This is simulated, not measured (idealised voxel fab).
Presented below is a process module, voxel gate over fins.
The figure presents cross-section cut, which has a width of 145 nm and is divided into square cells with an edge length of 5 nm.
A cross-section is a grid of square cells, given in bands from the top down. A band is one or more rows of cells.
Per band: top height and bottom height in nm, followed by the left-to-right materials and their widths in nm; "everywhere" marks a single material spanning edge to edge, "blank" marks empty space.
The reference from which all heights are counted is 0, the level beneath which the as-received wafer is entirely one material; the lowest band, having no lower bound, proceeds downward and is written after the example "0..down".
Top row gets the first number, bottom row gets the second, and each row in between changes by the same step: that is how a band width like "30..40" works.
"no alteration" for a step: no cell of the cross-section changed in that step.
You'll see "Enclosed void entries" listing empty spaces that have no way open to the top, as long as they're 8 cells or more; the notation is width x height at distance, where the distance is from the left edge, and all of it is in nm.
The remark found on a step's line after its settings is issued by the simulator itself and pertains to that step.
overlay nm: mask offset rightward from planned place, masked step; negative means leftward offset.

The planned process steps are enumerated hereunder
- 1: RECEIVE: material Si
- 2: CONFORMAL_DEP: material SiN, thk nm 5
- 3: PATTERN: tone cover, mask id FINS, material resist, width nm 15, pitch nm 50, thk nm 15, overlay nm 0
- 4: DIRECTIONAL_ETCH: etch materials SiN, depth nm 5
- 5: DIRECTIONAL_ETCH: etch materials Si, depth nm 40
- 6: STRIP: etch materials resist
- 7: FILL_DEP: material SiO2, thk nm 15
- 8: CMP: height nm 5
- 9: PATTERN: tone open, mask id RAIL, material resist, width nm 15, thk nm 15, overlay nm 0
- 10: DIRECTIONAL_ETCH: etch materials SiO2, depth nm 40
- 11: STRIP: etch materials resist
- 12: CONFORMAL_DEP: material TiN, thk nm 5
- 13: FILL_DEP: material Ru, thk nm 5
- 14: CMP: height nm 5
- 15: SELECTIVE_ETCH: etch materials W Ru TiN, depth nm 20
- 16: FILL_DEP: material SiO2, thk nm 5
- 17: CMP: height nm 5
- 18: SELECTIVE_ETCH: etch materials SiO2, depth nm 15
- 19: STRIP: etch materials SiN
- 20: CONFORMAL_DEP: material HfO2, thk nm 5
- 21: CONFORMAL_DEP: material TiN, thk nm 5
- 22: CONFORMAL_DEP: material TiAl, thk nm 5
- 23: CONFORMAL_DEP: material TiN, thk nm 5
- 24: FILL_DEP: material W, thk nm 15
- 25: CMP: height nm 30
- 26: CONFORMAL_DEP: material SiN, thk nm 10

Cross-section of the wafer at receipt, which is the condition after step 1
  0..down  Si everywhere
  Enclosed void entries: none

Starting structure and process plan are as shown above, but one mistake was made in running the module; the wafer cross-section at the end of the module follows
  40..30  SiN everywhere
  30..20  W everywhere
  20..15  TiN everywhere
  15..10  TiAl (45) | TiN (5) | TiAl (45) | TiN (5) | TiAl (45)
  10..5  TiAl (5) | TiN (35) | TiAl (5) | TiN (5) | TiAl (5) | TiN (35) | TiAl (5) | TiN (5) | TiAl (5) | TiN (35) | TiAl (5)
  5..0  TiAl (5) | TiN (5) | HfO2 (25) | TiN (5) | TiAl (5) | TiN (5) | TiAl (5) | TiN (5) | HfO2 (25) | TiN (5) | TiAl (5) | TiN (5) | TiAl (5) | TiN (5) | HfO2 (25) | TiN (5) | TiAl (5)
  0..-5  TiAl (5) | TiN (5) | HfO2 (5) | Si (15) | HfO2 (5) | TiN (5) | TiAl (15) | TiN (5) | HfO2 (5) | Si (15) | HfO2 (5) | TiN (5) | TiAl (5) | TiN (5) | TiAl (5) | TiN (5) | HfO2 (5) | Si (15) | HfO2 (5) | TiN (5) | TiAl (5)
  -5..-10  TiAl (5) | TiN (5) | HfO2 (5) | Si (15) | HfO2 (5) | TiN (25) | HfO2 (5) | Si (15) | HfO2 (5) | TiN (5) | TiAl (5) | TiN (5) | TiAl (5) | TiN (5) | HfO2 (5) | Si (15) | HfO2 (5) | TiN (5) | TiAl (5)
  -10..-15  TiAl (5) | TiN (5) | HfO2 (5) | Si (15) | HfO2 (35) | Si (15) | HfO2 (5) | TiN (5) | TiAl (15) | TiN (5) | HfO2 (5) | Si (15) | HfO2 (5) | TiN (5) | TiAl (5)
  -15..-20  TiN (10) | HfO2 (5) | Si (15) | HfO2 (10) | TiN (5) | Ru (5) | TiN (5) | HfO2 (10) | Si (15) | HfO2 (5) | TiN (25) | HfO2 (5) | Si (15) | HfO2 (5) | TiN (10)
  -20..-25  HfO2 (15) | Si (15) | HfO2 (10) | TiN (5) | Ru (5) | TiN (5) | HfO2 (10) | Si (15) | HfO2 (35) | Si (15) | HfO2 (15)
  -25..-30  SiO2 (15) | Si (15) | SiO2 (10) | TiN (5) | Ru (5) | TiN (5) | SiO2 (10) | Si (15) | SiO2 (35) | Si (15) | SiO2 (15)
  -30..-35  SiO2 (15) | Si (15) | SiO2 (10) | TiN (15) | SiO2 (10) | Si (15) | SiO2 (35) | Si (15) | SiO2 (15)
  -35..-40  SiO2 (15) | Si (15) | SiO2 (35) | Si (15) | SiO2 (35) | Si (15) | SiO2 (15)
  -40..down  Si everywhere
  Enclosed void entries: none
In executing the process, a mistake was made relative to the plan: twice over, step 18 of the plan was run
